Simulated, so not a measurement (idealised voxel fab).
Process module in this document: voxel air gaps
The cross-section on display is named cut; it measures 285 nm wide, and its cells are 5 nm squares.
Cross-section layout: square cells on a grid; listed as bands, top to bottom; a band spans one or more cell rows. Quick guide to a band line: top height, bottom height (nm) up front; then every material left to right with its width in nm. Only one material and it's marked "everywhere"? Then it fills the band edge to edge. And "empty" just means empty space. For the purposes of this specification, 0 denotes the height below which the wafer in its as-received condition is composed wholly of one material, and the lowermost band, lacking a lower limit, extends downward without end, as expressed in "0 -> down". It should be noted that a width expressed as "30 to 40" varies in equal increments from row to row of cells within the band, taking the value of the first number at the top row and that of the second number at the bottom row. "stayed the same" -> step changed no cross-section cell. "closed voids" lists enclosed empty spaces (at least 8 cells, no open path upward to the top), each as width x height at distance from the left edge, in nm. That trailing text on a step's line, after the settings, is the simulator's own remark on the step. overlay nm: right-of-plan distance of the mask on a masked step; negative values mean left-of-plan.

The process steps that were planned are listed below
- 1: RECEIVE [material Si]
- 2: CONFORMAL_DEP [material SiO2] [thk nm 10]
- 3: CONFORMAL_DEP [material SiN] [thk nm 5]
- 4: DIRECTIONAL_DEP [material lowk] [thk nm 40]
- 5: PATTERN [tone open] [mask id LINES] [material resist] [width nm 15] [pitch nm 45] [thk nm 15] [overlay nm 0]
- 6: DIRECTIONAL_ETCH [etch materials lowk] [depth nm 40]
- 7: STRIP [etch materials resist]
- 8: CONFORMAL_DEP [material TiN] [thk nm 5]
- 9: FILL_DEP [material W] [thk nm 5]
- 10: CMP [height nm 55]
- 11: EPI [material Ru] [thk nm 10]
- 12: SELECTIVE_ETCH [etch materials lowk] [depth nm 50]
- 13: CONFORMAL_DEP [material SiN] [thk nm 5]

Here's what the wafer looked like in cross-section when it arrived - that's after step 1
- 0 -> down: Si everywhere
- closed voids: none

End-of-module cross-section. Starting structure and process plan as above; one mistake made in running it
- 70 -> 65: SiN everywhere
- 65 -> 55: Ru everywhere
- 55 -> 20: W (85)  TiN (5)  lowk (15)  TiN (5)  W (20)  TiN (5)  lowk (15)  TiN (5)  W (20)  TiN (5)  lowk (15)  TiN (5)  W (85)
- 20 -> 15: TiN (90)  lowk (15)  TiN (30)  lowk (15)  TiN (30)  lowk (15)  TiN (90)
- 15 -> 10: SiN everywhere
- 10 -> 0: SiO2 everywhere
- 0 -> down: Si everywhere
- closed voids: none
What was the processing mistake? so step 5 ended up running with a different setting than we planned, it ran as PATTERN [tone cover] [mask id LINES] [material resist] [width nm 15] [pitch nm 45] [thk nm 15] [overlay nm 0]
